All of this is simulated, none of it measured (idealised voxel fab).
process module | voxel transistor to metal
cross-section cut | 265 nm wide | cells 5 nm
A cross-section is a grid of square cells, given in bands from the top down. A band is one or more rows of cells.
Each band's line starts with the height of the band's top and of its bottom, in nm. Then come its materials from left to right, each with its width in nm. One material with "throughout" fills the band from edge to edge. "air" is empty space.
Height 0 is the level under which the wafer as received is all one material. The lowest band goes on downwards, as in "0 down".
A width such as "30 to 40" changes by the same amount from each row of cells to the next, from the band's top row to its bottom row.
"no change" after a step means that no cell of the cross-section changed.
closed voids: empty space of 8 cells or more with no open way to the top, each as width x height at its distance from the left edge, in nm
after a step's settings: what the simulator itself notes on the step
overlay nm, on a step with a mask: how far to the right of its planned place the mask lay; to the left if negative
plan
1 op RECEIVE | material Si
2 op CONFORMAL_DEP | material SiO2 | thk nm 5
3 op CONFORMAL_DEP | material SiN | thk nm 10
4 op DIRECTIONAL_DEP | material aC | thk nm 10
5 op PATTERN | tone cover | mask id ACTIVE | material resist | width nm 105 | pitch nm 125 | thk nm 30 | overlay nm 0
6 op DIRECTIONAL_ETCH | etch materials aC | depth nm 10
7 op STRIP | etch materials resist
8 op DIRECTIONAL_ETCH | etch materials SiN | depth nm 10
9 op DIRECTIONAL_ETCH | etch materials SiO2 | depth nm 5
10 op DIRECTIONAL_ETCH | etch materials Si | depth nm 35
11 op STRIP | etch materials aC
12 op FILL_DEP | material SiO2 | thk nm 10
13 op CMP | height nm 15
14 op SELECTIVE_ETCH | etch materials SiO2 | depth nm 5
15 op STRIP | etch materials SiN
16 op SELECTIVE_ETCH | etch materials SiO2 | depth nm 5
17 op OXIDIZE | depth nm 5
18 op DIRECTIONAL_DEP | material polySi | thk nm 25
19 op DIRECTIONAL_DEP | material SiCN | thk nm 15
20 op MASKED_ETCH | tone cover | mask id GATE | width nm 25 | pitch nm 125 | etch materials SiCN | depth nm 25 | overlay nm 0
21 op MASKED_ETCH | tone cover | mask id GATE | width nm 25 | pitch nm 125 | etch materials polySi | depth nm 35 | overlay nm 0
22 op CONFORMAL_DEP | material SiN | thk nm 5
23 op DIRECTIONAL_ETCH | etch materials SiN | depth nm 5
24 op DIRECTIONAL_ETCH | etch materials SiO2 | depth nm 5
25 op EPI | material nSi | thk nm 5
26 op FILL_DEP | material SiO2 | thk nm 10
27 op CMP | height nm 25
28 op STRIP | etch materials polySi
29 op SELECTIVE_ETCH | etch materials SiO2 | depth nm 5
30 op CONFORMAL_DEP | material HfO2 | thk nm 5
31 op CONFORMAL_DEP | material TiN | thk nm 5
32 op FILL_DEP | material W | thk nm 10
33 op CMP | height nm 20
34 op DIRECTIONAL_DEP | material SiO2 | thk nm 10
35 op PATTERN | tone open | mask id CONTACT | material resist | width nm 15 | thk nm 20 | overlay nm 0
36 op DIRECTIONAL_ETCH | etch materials SiO2 | depth nm 30
37 op STRIP | etch materials resist
38 op CONFORMAL_DEP | material TiN | thk nm 5
39 op FILL_DEP | material Ru | thk nm 10
40 op CMP | height nm 30
41 op CONFORMAL_DEP | material SiN | thk nm 5
42 op DIRECTIONAL_DEP | material lowk | thk nm 15
43 op PATTERN | tone open | mask id METAL_1 | material resist | width nm 15 | thk nm 15 | overlay nm 0
44 op DIRECTIONAL_ETCH | etch materials lowk | depth nm 15
45 op DIRECTIONAL_ETCH | etch materials SiN | depth nm 5
46 op STRIP | etch materials resist
47 op CONFORMAL_DEP | material TiN | thk nm 5
48 op FILL_DEP | material Cu | thk nm 5
49 op CMP | height nm 50
50 op EPI | material Ru | thk nm 5
51 op FILL_DEP | material SiCN | thk nm 5
as received, after step 1
  0 down: Si throughout
  closed voids: none
first wafer at the end, as planned
  60 to 55: SiCN throughout
  55 to 50: SiCN 20 | Ru 25 | SiCN 45 | Ru 25 | SiCN 30 | Ru 25 | SiCN 45 | Ru 25 | SiCN 25
  50 to 35: lowk 25 | TiN 5 | Cu 5 | TiN 5 | lowk 55 | TiN 5 | Cu 5 | TiN 5 | lowk 40 | TiN 5 | Cu 5 | TiN 5 | lowk 55 | TiN 5 | Cu 5 | TiN 5 | lowk 30
  35 to 30: SiN 25 | TiN 15 | SiN 55 | TiN 15 | SiN 40 | TiN 15 | SiN 55 | TiN 15 | SiN 30
  30 to 20: SiO2 25 | TiN 5 | Ru 5 | TiN 5 | SiO2 55 | TiN 5 | Ru 5 | TiN 5 | SiO2 40 | TiN 5 | Ru 5 | TiN 5 | SiO2 55 | TiN 5 | Ru 5 | TiN 5 | SiO2 30
  20 to 5: SiO2 25 | TiN 5 | Ru 5 | TiN 5 | SiO2 10 | SiN 5 | HfO2 5 | TiN 5 | W 5 | TiN 5 | HfO2 5 | SiN 5 | SiO2 10 | TiN 5 | Ru 5 | TiN 5 | SiO2 40 | TiN 5 | Ru 5 | TiN 5 | SiO2 10 | SiN 5 | HfO2 5 | TiN 5 | W 5 | TiN 5 | HfO2 5 | SiN 5 | SiO2 10 | TiN 5 | Ru 5 | TiN 5 | SiO2 30
  5 to 0: SiO2 10 | SiN 5 | SiO2 10 | TiN 15 | SiO2 10 | SiN 5 | HfO2 5 | TiN 15 | HfO2 5 | SiN 5 | SiO2 10 | TiN 15 | SiO2 10 | SiN 5 | SiO2 10 | SiN 5 | SiO2 10 | TiN 15 | SiO2 10 | SiN 5 | HfO2 5 | TiN 15 | HfO2 5 | SiN 5 | SiO2 10 | TiN 15 | SiO2 10 | SiN 5 | SiO2 15
  0 to -5: SiO2 15 | nSi 35 | HfO2 35 | nSi 35 | SiO2 20 | nSi 35 | HfO2 35 | nSi 35 | SiO2 20
  -5 to -35: SiO2 15 | Si 105 | SiO2 20 | Si 105 | SiO2 20
  -35 down: Si throughout
  closed voids: none
second wafer at the end: like start, like plan, one mistake
  60 to 55: SiCN throughout
  55 to 50: SiCN 20 | Ru 25 | SiCN 45 | Ru 25 | SiCN 30 | Ru 25 | SiCN 45 | Ru 25 | SiCN 25
  50 to 35: lowk 25 | TiN 5 | Cu 5 | TiN 5 | lowk 55 | TiN 5 | Cu 5 | TiN 5 | lowk 40 | TiN 5 | Cu 5 | TiN 5 | lowk 55 | TiN 5 | Cu 5 | TiN 5 | lowk 30
  35 to 30: SiN 25 | TiN 15 | SiN 55 | TiN 15 | SiN 40 | TiN 15 | SiN 55 | TiN 15 | SiN 30
  30 to 20: SiO2 25 | TiN 5 | Ru 5 | TiN 5 | SiO2 55 | TiN 5 | Ru 5 | TiN 5 | SiO2 40 | TiN 5 | Ru 5 | TiN 5 | SiO2 55 | TiN 5 | Ru 5 | TiN 5 | SiO2 30
  20 to 5: SiO2 25 | TiN 5 | Ru 5 | TiN 5 | SiO2 10 | SiN 5 | HfO2 5 | TiN 5 | W 5 | TiN 5 | HfO2 5 | SiN 5 | SiO2 10 | TiN 5 | Ru 5 | TiN 5 | SiO2 40 | TiN 5 | Ru 5 | TiN 5 | SiO2 10 | SiN 5 | HfO2 5 | TiN 5 | W 5 | TiN 5 | HfO2 5 | SiN 5 | SiO2 10 | TiN 5 | Ru 5 | TiN 5 | SiO2 30
  5 to 0: SiO2 10 | SiN 5 | SiO2 10 | TiN 15 | SiO2 10 | SiN 5 | HfO2 5 | TiN 15 | HfO2 5 | SiN 5 | SiO2 10 | TiN 15 | SiO2 10 | SiN 5 | SiO2 10 | SiN 5 | SiO2 10 | TiN 15 | SiO2 10 | SiN 5 | HfO2 5 | TiN 15 | HfO2 5 | SiN 5 | SiO2 10 | TiN 15 | SiO2 10 | SiN 5 | SiO2 15
  0 to -5: SiO2 15 | nSi 35 | HfO2 35 | nSi 35 | SiO2 20 | nSi 35 | HfO2 35 | nSi 35 | SiO2 20
  -5 to -25: SiO2 15 | Si 105 | SiO2 20 | Si 105 | SiO2 20
  -25 down: Si throughout
  closed voids: none
what went wrong: step 10 ran as: op DIRECTIONAL_ETCH | etch materials Si | depth nm 25
at the end the second wafer has, in cells: 22 more of Si | 22 fewer of SiO2
